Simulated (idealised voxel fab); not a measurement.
Process module heading - voxel tone inversion
Cross-section cut spans 220 nm and uses square cells 5 nm in size.
A cross-section is written here as square cells arranged in a grid, and it is given in bands from the top down, each band taking up one or more rows of cells.
Basically the band line says how high the top is and how high the bottom is, in nm, and then what's in it from left to right, every material with its width in nm. Empty space shows up as "blank", and if a single material carries "full width" it runs the full band edge to edge.
A quick word on heights: they are counted from 0, and under that level the wafer as it came to us is one material throughout. The lowest band is different from the rest in having no bottom; it simply continues downward, written as in "0 -> down".
Read "30 to 40" as a graded width: first number on top, second number at the bottom, same change between each pair of neighbouring rows.
A step reported as "left unchanged" is a step in which no cell of the cross-section changed.
If an empty space has no open way to the top and is at least 8 cells in size, "Enclosed void inventory" lists it, written width x height at distance, where distance is measured from the left edge and every value is in nm.
after a step's settings: what the simulator itself notes on the step
You can add "overlay nm" to a step's line. For a step with a mask, it describes how far the mask lay to the right of its planned position, and a negative number describes a lay to the left.

SO HERE'S THE LINEUP OF PROCESS STEPS WE PLANNED
1 RECEIVE | material Si
2 CONFORMAL_DEP | material SiN | thk nm 10
3 DIRECTIONAL_DEP | material aC | thk nm 15
4 PATTERN | tone cover | mask id POSTS | material resist | width nm 15 | pitch nm 45 | thk nm 25 | overlay nm 0
5 DIRECTIONAL_ETCH | etch materials aC | depth nm 15
6 STRIP | etch materials resist
7 FILL_DEP | material lowk | thk nm 10
8 CMP | height nm 25
9 STRIP | etch materials aC

AS RECEIVED (POST STEP 1): CROSS-SECTION
- 0 -> down: Si full width
- Enclosed void inventory: none

FIRST OF TWO WAFERS AT THE END OF THE MODULE, SHOWN IN CROSS-SECTION; RUN CARRIED OUT AS PLANNED
- 25 -> 10: lowk 35 nm  blank 15 nm  lowk 30 nm  blank 15 nm  lowk 30 nm  blank 15 nm  lowk 30 nm  blank 15 nm  lowk 35 nm
- 10 -> 0: SiN full width
- 0 -> down: Si full width
- Enclosed void inventory: none

CROSS-SECTION, WAFER TWO OF TWO, END OF MODULE: SAME START AND PLAN AS WAFER ONE, ONE ERROR IN EXECUTION
- 25 -> 10: blank 35 nm  lowk 15 nm  blank 30 nm  lowk 15 nm  blank 30 nm  lowk 15 nm  blank 30 nm  lowk 15 nm  blank 35 nm
- 10 -> 0: SiN full width
- 0 -> down: Si full width
- Enclosed void inventory: none
Against the plan, the run slipped here: step 4 did not happen as planned, as run it was PATTERN | tone open | mask id POSTS | material resist | width nm 15 | pitch nm 45 | thk nm 25 | overlay nm 0
Per the end-of-run cell counts, the second wafer holds more or fewer of some materials than the first: lowk -60
